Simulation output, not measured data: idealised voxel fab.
Presented below is a process module, voxel local oxidation.
The figure presents cross-section cut, which has a width of 225 nm and is divided into square cells with an edge length of 5 nm.
A cross-section is written here as square cells arranged in a grid, and it is given in bands from the top down, each band taking up one or more rows of cells.
Band: top height; bottom height; in nm. Then, left to right: material with width in nm, for each material. "all across": a single material spanning edge to edge. "empty": empty space.
Heights are expressed relative to 0, this being the level below which the as-received wafer comprises one material exclusively. The lowest band is unbounded in the downward direction and is denoted as in "0 and below".
Read "30->40" as a graded width: first number on top, second number at the bottom, same change between each pair of neighbouring rows.
The designation "stayed the same", where it is given for a processing step, indicates that no cell of the cross-section was altered in the course of that step.
"Closed internal voids" - sealed voids, min. 8 cells, no opening to top; format: width x height at distance (distance from left edge; nm throughout).
Where a step's line continues beyond its settings, the continuation is a remark by the simulator itself on that step.
A step line may carry the setting "overlay nm", which, for steps involving a mask, states the distance by which the mask lay to the right of its intended position; negative values denote displacement to the left.

THE PLANNED PROCESS STEPS ARE ENUMERATED HEREUNDER
1,RECEIVE: material Si
2,OXIDIZE: depth nm 5
3,CONFORMAL_DEP: material SiN, thk nm 15
4,MASKED_ETCH: tone cover, mask id ACTIVE, width nm 95, etch materials SiN, depth nm 15, overlay nm 0
5,SELECTIVE_ETCH: etch materials SiO2, depth nm 5
6,OXIDIZE: depth nm 15
7,STRIP: etch materials SiN

AS-RECEIVED STATE OF THE WAFER IN CROSS-SECTION, EQUIVALENT TO POST-STEP 1
- 0 and below = Si all across
- Closed internal voids: none

END-OF-MODULE XS, FIRST OF TWO WAFERS, RUN AS PLANNED
- 0 down to -5 = empty=70 | SiO2=85 | empty=70
- -5 down to -20 = SiO2=85 | Si=55 | SiO2=85
- -20 and below = Si all across
- Closed internal voids: none

CROSS-SECTION, WAFER TWO OF TWO, END OF MODULE: SAME START AND PLAN AS WAFER ONE, ONE ERROR IN EXECUTION
- 0 down to -5 = SiO2=60 | empty=105 | SiO2=60
- -5 down to -20 = Si=45 | SiO2=135 | Si=45
- -20 and below = Si all across
- Closed internal voids: none
Deviation from plan: rather than as planned, step 4 actually ran as MASKED_ETCH: tone open, mask id ACTIVE, width nm 95, etch materials SiN, depth nm 15, overlay nm 0
The final cell counts differ between the wafers, with the second having more or fewer of some materials than the first: +21 Si | -14 SiO2
